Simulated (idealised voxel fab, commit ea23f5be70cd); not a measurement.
Process module name: voxel trench capacitor
Cross-section cut: width 200 nm, square cells of 5 nm.
Each cross-section below is a grid of square cells, stated as bands in top-down order, with one or more rows of cells making up each band.
First you get the band's top height and its bottom height, in nm, and then the materials it's made of, left to right, with each width in nm. If you see a single material with "edge to edge", that one covers the band edge to edge. "air" is empty space.
It should be noted that heights are counted from 0, beneath which the wafer as supplied is of one material throughout, and that the lowest band possesses no lower boundary but continues downward, as written in "from 0 down".
Think of "30..40" as a width that walks from the first number to the second as you go down the band, top row to bottom row, taking equal-sized steps from row to row.
Where the words "stayed the same" appear for a step, the cross-section shows no cell changed by that step; every cell remained as before.
Under "Unvented cavities" you'll find the enclosed gaps, the ones with no way out to the top, that are 8 cells or bigger; each reads width x height at distance, with distance counted from the left edge, everything in nm.
Step line, after settings: the simulator's comment on this step.
Among the settings permitted on a step's line is "overlay nm"; applied to a step with a mask, it specifies the extent to which the mask lay to the right of its planned position, whereas a negative figure signifies a position to the left.
List of planned process steps
1: op RECEIVE | material Si
2: op CONFORMAL_DEP | material SiN | thk nm 5
3: op MASKED_ETCH | tone open | mask id TRENCH | width nm 15 | pitch nm 45 | etch materials SiN | depth nm 5 | overlay nm 0
4: op MASKED_ETCH | tone open | mask id TRENCH | width nm 15 | pitch nm 45 | etch materials Si | depth nm 40 | overlay nm 0
5: op CONFORMAL_DEP | material SiO2 | thk nm 5
6: op FILL_DEP | material polySi | thk nm 5
7: op CMP | height nm 5
First wafer, two in total, run as planned
As-received wafer cross-section (after step 1)
- from 0 down = Si edge to edge
- Unvented cavities: none
Take a look at the wafer's cross-section after step 2
- from 5 to 0 = SiN edge to edge
- Whatever lies below 0 is exactly as it was before.
Take a look at the wafer's cross-section after step 3
- from 5 to 0 = SiN (45)  air (15)  SiN (30)  air (15)  SiN (30)  air (15)  SiN (50)
- Whatever lies below 0 is exactly as it was before.
Take a look at the wafer's cross-section after step 4
- from 5 to 0 = SiN (45)  air (15)  SiN (30)  air (15)  SiN (30)  air (15)  SiN (50)
- from 0 to -40 = Si (45)  air (15)  Si (30)  air (15)  Si (30)  air (15)  Si (50)
- Whatever lies below -40 is exactly as it was before.
Take a look at the wafer's cross-section after step 5
- from 10 to 5 = SiO2 (50)  air (5)  SiO2 (40)  air (5)  SiO2 (40)  air (5)  SiO2 (55)
- from 5 to 0 = SiN (45)  SiO2 (5)  air (5)  SiO2 (5)  SiN (30)  SiO2 (5)  air (5)  SiO2 (5)  SiN (30)  SiO2 (5)  air (5)  SiO2 (5)  SiN (50)
- from 0 to -35 = Si (45)  SiO2 (5)  air (5)  SiO2 (5)  Si (30)  SiO2 (5)  air (5)  SiO2 (5)  Si (30)  SiO2 (5)  air (5)  SiO2 (5)  Si (50)
- from -35 to -40 = Si (45)  SiO2 (15)  Si (30)  SiO2 (15)  Si (30)  SiO2 (15)  Si (50)
- Whatever lies below -40 is exactly as it was before.
Take a look at the wafer's cross-section after step 6
- from 15 to 10 = polySi edge to edge
- from 10 to 5 = SiO2 (50)  polySi (5)  SiO2 (40)  polySi (5)  SiO2 (40)  polySi (5)  SiO2 (55)
- from 5 to 0 = SiN (45)  SiO2 (5)  polySi (5)  SiO2 (5)  SiN (30)  SiO2 (5)  polySi (5)  SiO2 (5)  SiN (30)  SiO2 (5)  polySi (5)  SiO2 (5)  SiN (50)
- from 0 to -35 = Si (45)  SiO2 (5)  polySi (5)  SiO2 (5)  Si (30)  SiO2 (5)  polySi (5)  SiO2 (5)  Si (30)  SiO2 (5)  polySi (5)  SiO2 (5)  Si (50)
- Whatever lies below -35 is exactly as it was before.
Take a look at the wafer's cross-section after step 7
- from 5 to 0 = SiN (45)  SiO2 (5)  polySi (5)  SiO2 (5)  SiN (30)  SiO2 (5)  polySi (5)  SiO2 (5)  SiN (30)  SiO2 (5)  polySi (5)  SiO2 (5)  SiN (50)
- Whatever lies below 0 is exactly as it was before.
Regarding the second of the two wafers: it shared the first wafer's starting condition and process plan, yet one error occurred during its execution. Its history coincides with that of the first wafer up to and including step 1
Cross-sectional view of the second wafer at the intended end time of process step 2
- from 5 to 0 = polySi edge to edge
- Whatever lies below 0 is exactly as it was before.
Cross-sectional view of the second wafer at the intended end time of process step 3: stayed the same
Cross-sectional view of the second wafer at the intended end time of process step 4
- from 5 to 0 = polySi (45)  air (15)  polySi (30)  air (15)  polySi (30)  air (15)  polySi (50)
- from 0 to -35 = Si (45)  air (15)  Si (30)  air (15)  Si (30)  air (15)  Si (50)
- Whatever lies below -35 is exactly as it was before.
Cross-sectional view of the second wafer at the intended end time of process step 5
- from 10 to 5 = SiO2 (50)  air (5)  SiO2 (40)  air (5)  SiO2 (40)  air (5)  SiO2 (55)
- from 5 to 0 = polySi (45)  SiO2 (5)  air (5)  SiO2 (5)  polySi (30)  SiO2 (5)  air (5)  SiO2 (5)  polySi (30)  SiO2 (5)  air (5)  SiO2 (5)  polySi (50)
- from 0 to -30 = Si (45)  SiO2 (5)  air (5)  SiO2 (5)  Si (30)  SiO2 (5)  air (5)  SiO2 (5)  Si (30)  SiO2 (5)  air (5)  SiO2 (5)  Si (50)
- from -30 to -35 = Si (45)  SiO2 (15)  Si (30)  SiO2 (15)  Si (30)  SiO2 (15)  Si (50)
- Whatever lies below -35 is exactly as it was before.
Cross-sectional view of the second wafer at the intended end time of process step 6
- from 15 to 10 = polySi edge to edge
- from 10 to 5 = SiO2 (50)  polySi (5)  SiO2 (40)  polySi (5)  SiO2 (40)  polySi (5)  SiO2 (55)
- from 5 to 0 = polySi (45)  SiO2 (5)  polySi (5)  SiO2 (5)  polySi (30)  SiO2 (5)  polySi (5)  SiO2 (5)  polySi (30)  SiO2 (5)  polySi (5)  SiO2 (5)  polySi (50)
- from 0 to -30 = Si (45)  SiO2 (5)  polySi (5)  SiO2 (5)  Si (30)  SiO2 (5)  polySi (5)  SiO2 (5)  Si (30)  SiO2 (5)  polySi (5)  SiO2 (5)  Si (50)
- Whatever lies below -30 is exactly as it was before.
Cross-sectional view of the second wafer at the intended end time of process step 7
- from 5 to 0 = polySi (45)  SiO2 (5)  polySi (5)  SiO2 (5)  polySi (30)  SiO2 (5)  polySi (5)  SiO2 (5)  polySi (30)  SiO2 (5)  polySi (5)  SiO2 (5)  polySi (50)
- Whatever lies below 0 is exactly as it was before.
The mistake made against the process plan was this: so step 2 ended up running with a different setting than we planned, it ran as op CONFORMAL_DEP | material polySi | thk nm 5
Bottom line after processing is that, in cells, the second wafer is up or down on some materials versus the first: Si +9 | SiN -31 | SiO2 -6 | polySi +28
